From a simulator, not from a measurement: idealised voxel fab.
Proc. module: voxel ribs on slabs
Square cell edge 5 nm, section width 265 nm, ID cut.
Cross-section = grid of square cells, listed top down in bands; band = one or more rows. Basically the band line says how high the top is and how high the bottom is, in nm, and then what's in it from left to right, every material with its width in nm. Empty space shows up as "empty", and if a single material carries "everywhere" it runs the full band edge to edge. The level at which height equals 0 is the one under which the wafer, as it arrives, is entirely one material. No lower edge exists for the bottom band, which continues downward and is notated as in "0..down". So if you see something like "30 to 40" for the width, read it as the top row of the band sitting at the first number and the bottom row at the second, with every row in between moving by the same amount as the last. For the purposes of this document, the phrase "changes: none" attached to a step denotes that no cell within the cross-section was modified by that step. "Internal closed voids": empty spaces of 8 cells or more with no open way to the top, each given as width x height at distance, distance from the left edge, all in nm. Note: text after step settings on the step line = simulator remark on that step. The line of a step may include "overlay nm". On a step with a mask, this value is how far to the right of its planned place the mask lay. A negative value means the mask lay to the left.
[Process steps (planned)]
| 1 | RECEIVE with material Si |
| 2 | DIRECTIONAL_DEP with material SiO2, thk nm 20 |
| 3 | DIRECTIONAL_DEP with material SiN, thk nm 25 |
| 4 | DIRECTIONAL_DEP with material aC, thk nm 10 |
| 5 | PATTERN with tone cover, mask id RIB, material resist, width nm 25, thk nm 25, overlay nm 0 |
| 6 | DIRECTIONAL_ETCH with etch materials aC, depth nm 10 |
| 7 | STRIP with etch materials resist |
| 8 | DIRECTIONAL_ETCH with etch materials SiN, depth nm 20 |
| 9 | STRIP with etch materials aC |
| 10 | MASKED_ETCH with tone cover, mask id SLAB, width nm 75, etch materials SiN, depth nm 5, overlay nm 0 |
| 11 | FILL_DEP with material SiO2, thk nm 15 |
| 12 | CMP with height nm 55 |
| 13 | DIRECTIONAL_DEP with material TiN, thk nm 5 |
| 14 | MASKED_ETCH with tone cover, mask id HEATER, width nm 35, etch materials TiN, depth nm 5, overlay nm 0 |
| 15 | CONFORMAL_DEP with material SiO2, thk nm 5 |
[Here's what the wafer looked like in cross-section when it arrived - that's after step 1]
  0..down  Si everywhere
  Internal closed voids: none
[Final wafer profile in cross-section after the module, from the same start and plan as above, with one mistake made during processing]
  65..60  110 of empty / 45 of SiO2 / 110 of empty
  60..55  115 of SiO2 / 35 of TiN / 115 of SiO2
  55..45  120 of SiO2 / 25 of SiN / 120 of SiO2
  45..40  95 of SiO2 / 75 of SiN / 95 of SiO2
  40..0  SiO2 everywhere
  0..down  Si everywhere
  Internal closed voids: none
what went wrong: step 2 of the plan saw execution twice
